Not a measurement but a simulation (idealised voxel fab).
The following is a process module called voxel released beams.
Displayed cross-section: cut, width of 295 nm, square cells sized 5 nm.
Format of a cross-section: grid, square cells. Given as bands. Order: top down. Band: one or more rows of cells.
Top, bottom (nm), then materials left to right with widths (nm); lone material tagged "throughout" fills the whole band edge to edge; "empty" = empty space.
Height 0 is the level under which the wafer as received is all one material. The lowest band goes on downwards, as in "0 nm and below".
With a width like "30..40", each row of cells in the band differs from the next by the same amount, the top row carrying the first number and the bottom row the second.
Any step labelled "identical to before" changed none of the cells in the cross-section.
The entry titled "Closed void listing" provides the empty spaces that have no open way to the top, restricted to those of 8 cells or more. Each is presented as width x height at distance, the distance being measured from the left edge, with all three in nm.
Step line, after settings: the simulator's comment on this step.
overlay nm: step with mask; distance mask lay right of planned place; negative value = left of planned place.

### Below is the list of planned process steps
1,RECEIVE | material Si
2,CONFORMAL_DEP | material Al2O3 | thk nm 5
3,DIRECTIONAL_DEP | material SiO2 | thk nm 10
4,MASKED_ETCH | tone open | mask id ANCHOR | width nm 35 | etch materials SiO2 | depth nm 10 | overlay nm 0
5,CONFORMAL_DEP | material W | thk nm 10
6,MASKED_ETCH | tone cover | mask id BEAM | width nm 105 | etch materials W | depth nm 10 | overlay nm 0
7,STRIP | etch materials SiO2

### The first of the two wafers, which ran as planned

### This is the cross-section of the wafer as we received it, i.e. after step 1
> 0 nm and below = Si throughout
> Closed void listing: none

### The wafer, seen in cross-section, after step 2
> 5 nm to 0 nm = Al2O3 throughout
> All layers under 0 are left as they were.

### The wafer, seen in cross-section, after step 3
> 15 nm to 5 nm = SiO2 throughout
> All layers under 5 are left as they were.

### The wafer, seen in cross-section, after step 4
> 15 nm to 5 nm = SiO2: 95, empty: 35, SiO2: 165
> All layers under 5 are left as they were.

### The wafer, seen in cross-section, after step 5
> 25 nm to 15 nm = W: 105, empty: 15, W: 175
> 15 nm to 5 nm = SiO2: 95, W: 35, SiO2: 165
> All layers under 5 are left as they were.

### The wafer, seen in cross-section, after step 6
> 25 nm to 15 nm = empty: 90, W: 15, empty: 15, W: 75, empty: 100
> All layers under 15 are left as they were.

### The wafer, seen in cross-section, after step 7
> 25 nm to 15 nm = empty: 90, W: 15, empty: 15, W: 75, empty: 100
> 15 nm to 5 nm = empty: 95, W: 35, empty: 165
> All layers under 5 are left as they were.

### Wafer two: like wafer one in start and plan, but with one mistake in execution; identical up to and including step 1

### Cross-section, second wafer, at the end time the plan gives for step 2
> 15 nm to 0 nm = Al2O3 throughout
> All layers under 0 are left as they were.

### Cross-section, second wafer, at the end time the plan gives for step 3
> 25 nm to 15 nm = SiO2 throughout
> All layers under 15 are left as they were.

### Cross-section, second wafer, at the end time the plan gives for step 4
> 25 nm to 15 nm = SiO2: 95, empty: 35, SiO2: 165
> All layers under 15 are left as they were.

### Cross-section, second wafer, at the end time the plan gives for step 5
> 35 nm to 25 nm = W: 105, empty: 15, W: 175
> 25 nm to 15 nm = SiO2: 95, W: 35, SiO2: 165
> All layers under 15 are left as they were.

### Cross-section, second wafer, at the end time the plan gives for step 6
> 35 nm to 25 nm = empty: 90, W: 15, empty: 15, W: 75, empty: 100
> All layers under 25 are left as they were.

### Cross-section, second wafer, at the end time the plan gives for step 7
> 35 nm to 25 nm = empty: 90, W: 15, empty: 15, W: 75, empty: 100
> 25 nm to 15 nm = empty: 95, W: 35, empty: 165
> All layers under 15 are left as they were.
what went wrong: step 2 ran with different settings than intended, the actual operation and settings being CONFORMAL_DEP | material Al2O3 | thk nm 15
Bottom line after processing is that, in cells, the second wafer is up or down on some materials versus the first: +118 Al2O3
